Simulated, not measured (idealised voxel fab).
Process module name: voxel double patterning
Pictured: cross-section cut, 265 nm wide, on a grid of 5 nm square cells.
Cross-section spec: square-cell grid; bands listed top down; each band is one or more rows.
First you get the band's top height and its bottom height, in nm, and then the materials it's made of, left to right, with each width in nm. If you see a single material with "everywhere", that one covers the band edge to edge. "empty" is empty space.
Counting heights begins at 0, where everything beneath is, in the wafer as received, one material. The lowest band has no bottom; it goes on downwards, as "0 and below" shows.
It should be noted that a width expressed as "30 to 40" varies in equal increments from row to row of cells within the band, taking the value of the first number at the top row and that of the second number at the bottom row.
For the purposes of this document, the phrase "remains unaltered" attached to a step denotes that no cell within the cross-section was modified by that step.
In the "Enclosed cavities" entry, you get each enclosed empty space of 8 cells or more, one with no open way to the top, written width x height at distance, distance from the left edge, in nm.
Where a step's line continues beyond its settings, the continuation is a remark by the simulator itself on that step.
overlay nm: step with mask; distance mask lay right of planned place; negative value = left of planned place.

-- Here's what the planned process steps look like
| 1 | op RECEIVE | material Si |
| 2 | op CONFORMAL_DEP | material SiO2 | thk nm 5 |
| 3 | op DIRECTIONAL_DEP | material W | thk nm 15 |
| 4 | op DIRECTIONAL_DEP | material SiCN | thk nm 10 |
| 5 | op PATTERN | tone open | mask id FIRST | material resist | width nm 15 | pitch nm 50 | thk nm 20 | overlay nm 0 |
| 6 | op DIRECTIONAL_ETCH | etch materials SiCN | depth nm 10 |
| 7 | op STRIP | etch materials resist |
| 8 | op MASKED_ETCH | tone open | mask id SECOND | width nm 15 | pitch nm 50 | etch materials SiCN | depth nm 10 | overlay nm 0 |
| 9 | op DIRECTIONAL_ETCH | etch materials W | depth nm 15 |
| 10 | op STRIP | etch materials SiCN |

-- as received, after step 1
- 0 and below  Si everywhere
- Enclosed cavities: none

-- Cross-sectional image of the first of two wafers at the end of the module, the run having proceeded as planned
- 20 down to 5  75 W | 15 empty | 10 W | 15 empty | 10 W | 15 empty | 10 W | 15 empty | 10 W | 15 empty | 75 W
- 5 down to 0  SiO2 everywhere
- 0 and below  Si everywhere
- Enclosed cavities: none

-- second wafer at the end: like start, like plan, one mistake
- 20 down to 5  75 W | 20 empty | 5 W | 15 empty | 10 W | 20 empty | 5 W | 15 empty | 10 W | 20 empty | 70 W
- 5 down to 0  SiO2 everywhere
- 0 and below  Si everywhere
- Enclosed cavities: none
Where did the run depart from the plan? step 5 did not use the planned setting and instead ran as op PATTERN | tone open | mask id FIRST | material resist | width nm 20 | pitch nm 50 | thk nm 20 | overlay nm 0
End of process, cell counts, second wafer against first, materials with more or fewer: W: 9 fewer
